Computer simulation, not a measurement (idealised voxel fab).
Presented below is a process module, voxel ribs on slabs.
This is section cut - it's 260 nm across, gridded in 5 nm square cells.
Reading order for cross-sections: top band down to bottom band. Underlying form: a grid of square cells. Band size: one or more rows of cells.
The entry gives the band's vertical extent as a top height and a bottom height in nm, then its horizontal make-up as materials from left to right, each with a width in nm. "air" stands for empty space; a single material marked "all across" fills the band edge to edge.
Heights from 0 (as-received wafer is one material below). Bottom band endless downward, as "0..down".
The expression "30..40" gives the width at the extremes of the band, the first number at its top row of cells and the second at its bottom row, with the width changing by equal amounts from each row to the next in between.
When a step is marked "nothing different", none of the cells in the cross-section changed during that step.
Basically, "Enclosed cavities" tells you about the enclosed voids: empty spaces with no open way to the top, 8 cells or bigger, each written width x height at distance, where distance is from the left edge, all in nm.
What comes after the settings on a step's line is commentary from the simulator itself on that step.
A step's line can hold "overlay nm"; with a mask on that step, the setting says how far right of the planned place the mask lay, while a negative setting says it lay to the left.
The process steps that were planned are listed below:
1,RECEIVE: material Si
2,DIRECTIONAL_DEP: material SiO2, thk nm 20
3,DIRECTIONAL_DEP: material polySi, thk nm 15
4,DIRECTIONAL_DEP: material aC, thk nm 15
5,PATTERN: tone cover, mask id RIB, material resist, width nm 20, thk nm 30, overlay nm 0
6,DIRECTIONAL_ETCH: etch materials aC, depth nm 15
7,STRIP: etch materials resist
8,DIRECTIONAL_ETCH: etch materials polySi, depth nm 5
9,STRIP: etch materials aC
10,DIRECTIONAL_DEP: material aC, thk nm 15
11,PATTERN: tone cover, mask id SLAB, material resist, width nm 60, thk nm 30, overlay nm 0
12,DIRECTIONAL_ETCH: etch materials aC, depth nm 15
13,STRIP: etch materials resist
14,DIRECTIONAL_ETCH: etch materials polySi, depth nm 10
15,STRIP: etch materials aC
16,FILL_DEP: material SiO2, thk nm 25
17,CMP: height nm 55
18,DIRECTIONAL_DEP: material W, thk nm 10
19,MASKED_ETCH: tone cover, mask id HEATER, width nm 30, etch materials W, depth nm 10, overlay nm 0
20,CONFORMAL_DEP: material SiO2, thk nm 5
Delivered wafer in cross-section: state after step 1:
- 0..down = Si all across
- Enclosed cavities: none
Post-module cross-section of the first of two wafers (run per plan):
- 70..65 = air: 110 | SiO2: 40 | air: 110
- 65..60 = air: 110 | SiO2: 5 | W: 30 | SiO2: 5 | air: 110
- 60..55 = SiO2: 115 | W: 30 | SiO2: 115
- 55..35 = SiO2 all across
- 35..30 = SiO2: 120 | polySi: 20 | SiO2: 120
- 30..20 = SiO2: 100 | polySi: 60 | SiO2: 100
- 20..0 = SiO2 all across
- 0..down = Si all across
- Enclosed cavities: none
The second wafer, shown in cross-section after the module: started the same way as the first and given the same plan, yet one mistake crept into how it was run:
- 65..55 = air: 115 | W: 30 | air: 115
- 55..35 = SiO2 all across
- 35..30 = SiO2: 120 | polySi: 20 | SiO2: 120
- 30..20 = SiO2: 100 | polySi: 60 | SiO2: 100
- 20..0 = SiO2 all across
- 0..down = Si all across
- Enclosed cavities: none
Nonconformance to the process plan: it should be noted that step 20 of the plan was omitted and was not performed
Final wafer comparison in cells, second versus first, more or fewer per material: SiO2: 56 fewer
